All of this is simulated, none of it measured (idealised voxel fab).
You're looking at the process module voxel transistor to metal.
Each square cell in cross-section cut measures 5 nm, and the section as a whole is 270 nm wide.
This document writes a cross-section as a grid whose cells are square, and gives it as bands, listed from the top down; one or more rows of cells form a band.
It is stipulated that each band's entry specify, in nanometres, the height of the top of the band and then that of its bottom, followed by the materials of the band in left-to-right sequence, each together with its width in nanometres. A single material marked by the word "full width" is understood to fill the band from edge to edge; the word "blank" is understood to denote empty space.
Height reference: 0 = level under which incoming wafer is all one material. Lowest band: no bottom, runs on downward, e.g. "0..down".
A two-number width, for instance "30..40", indicates that the width is equal to the first number in the top row of the band and to the second number in the bottom row, and that it changes by a constant amount per row of cells.
When a step is marked "remains unaltered", none of the cells in the cross-section changed during that step.
In "Tabulated closed voids" the enclosed voids are listed, meaning empty spaces of 8 cells or larger without any opening to the top. The form is width x height at distance, distance from the left edge, units nm.
Formally, on a step line, whatever follows the settings is a remark that the simulator itself makes on the step.
"overlay nm", when on a step's line for a step with a mask, measures how far to the right of its planned place the mask lay; a negative measure means to the left.

Steps planned for the process:
1 RECEIVE (material Si)
2 CONFORMAL_DEP (material SiO2; thk nm 5)
3 CONFORMAL_DEP (material SiN; thk nm 15)
4 DIRECTIONAL_DEP (material aC; thk nm 10)
5 PATTERN (tone cover; mask id ACTIVE; material resist; width nm 105; pitch nm 125; thk nm 30; overlay nm 0)
6 DIRECTIONAL_ETCH (etch materials aC; depth nm 10)
7 STRIP (etch materials resist)
8 DIRECTIONAL_ETCH (etch materials SiN; depth nm 15)
9 DIRECTIONAL_ETCH (etch materials SiO2; depth nm 5)
10 DIRECTIONAL_ETCH (etch materials Si; depth nm 20)
11 STRIP (etch materials aC)
12 FILL_DEP (material SiO2; thk nm 10)
13 CMP (height nm 20)
14 SELECTIVE_ETCH (etch materials SiO2; depth nm 5)
15 STRIP (etch materials SiN)
16 SELECTIVE_ETCH (etch materials SiO2; depth nm 5)
17 OXIDIZE (depth nm 5)
18 DIRECTIONAL_DEP (material polySi; thk nm 25)
19 DIRECTIONAL_DEP (material SiCN; thk nm 15)
20 MASKED_ETCH (tone cover; mask id GATE; width nm 25; pitch nm 125; etch materials SiCN; depth nm 25; overlay nm 0)
21 MASKED_ETCH (tone cover; mask id GATE; width nm 25; pitch nm 125; etch materials polySi; depth nm 35; overlay nm 0)
22 CONFORMAL_DEP (material SiN; thk nm 5)
23 DIRECTIONAL_ETCH (etch materials SiN; depth nm 5)
24 DIRECTIONAL_ETCH (etch materials SiO2; depth nm 5)
25 DIRECTIONAL_ETCH (etch materials Si; depth nm 10)
26 EPI (material nSi; thk nm 10)
27 FILL_DEP (material SiO2; thk nm 5)
28 CMP (height nm 25)
29 STRIP (etch materials polySi)
30 SELECTIVE_ETCH (etch materials SiO2; depth nm 5)
31 CONFORMAL_DEP (material HfO2; thk nm 5)
32 CONFORMAL_DEP (material TiN; thk nm 5)
33 FILL_DEP (material W; thk nm 5)
34 CMP (height nm 10)
35 DIRECTIONAL_DEP (material SiO2; thk nm 10)
36 PATTERN (tone open; mask id CONTACT; material resist; width nm 15; thk nm 20; overlay nm 0)
37 DIRECTIONAL_ETCH (etch materials SiO2; depth nm 35)
38 STRIP (etch materials resist)
39 CONFORMAL_DEP (material TiN; thk nm 5)
40 FILL_DEP (material Ru; thk nm 10)
41 CMP (height nm 30)
42 DIRECTIONAL_DEP (material TiN; thk nm 5)
43 DIRECTIONAL_DEP (material Ru; thk nm 15)
44 MASKED_ETCH (tone cover; mask id METAL_1; width nm 15; etch materials Ru; depth nm 15; overlay nm 0)
45 MASKED_ETCH (tone cover; mask id METAL_1; width nm 15; etch materials TiN; depth nm 5; overlay nm 0)
46 CONFORMAL_DEP (material SiCN; thk nm 5)
47 FILL_DEP (material lowk; thk nm 5)
48 CMP (height nm 50)
49 CONFORMAL_DEP (material SiCN; thk nm 5)
Among the wafers covered here, the point of difference is the height nm at step 34; their starting state is shared, and the plan presents the value of the first wafer.

So this is the first of several wafers, cross-sectioned as it came to us, meaning it's at the end of step 1:
  0..down = Si full width
  Tabulated closed voids: none

Row per wafer, end-of-module: cell gain (+)/loss (-) by material since the wafer came in, then closed voids:
height nm 10, +22 HfO2, +110 Ru, -146 Si, +120 SiCN, +16 SiN, +180 SiO2, +116 TiN, +2 W, +102 lowk, +72 nSi, Tabulated closed voids: none
height nm 15, +26 HfO2, +60 Ru, -146 Si, +120 SiCN, +20 SiN, +208 SiO2, +128 TiN, +4 W, +102 lowk, +72 nSi, Tabulated closed voids: none
height nm 20, +30 HfO2, +60 Ru, -146 Si, +120 SiCN, +24 SiN, +236 SiO2, +90 TiN, +6 W, +102 lowk, +72 nSi, Tabulated closed voids: none
height nm 25, +74 HfO2, +36 Ru, -146 Si, +120 SiCN, +28 SiN, +254 SiO2, +46 TiN, +8 W, +102 lowk, +72 nSi, Tabulated closed voids: none
height nm 30, +86 HfO2, +36 Ru, -146 Si, +120 SiCN, +28 SiN, +212 SiO2, +74 TiN, +10 W, +102 lowk, +72 nSi, Tabulated closed voids: none
height nm 35, +86 HfO2, +36 Ru, -146 Si, +120 SiCN, +28 SiN, +212 SiO2, +74 TiN, +10 W, +102 lowk, +72 nSi, Tabulated closed voids: none
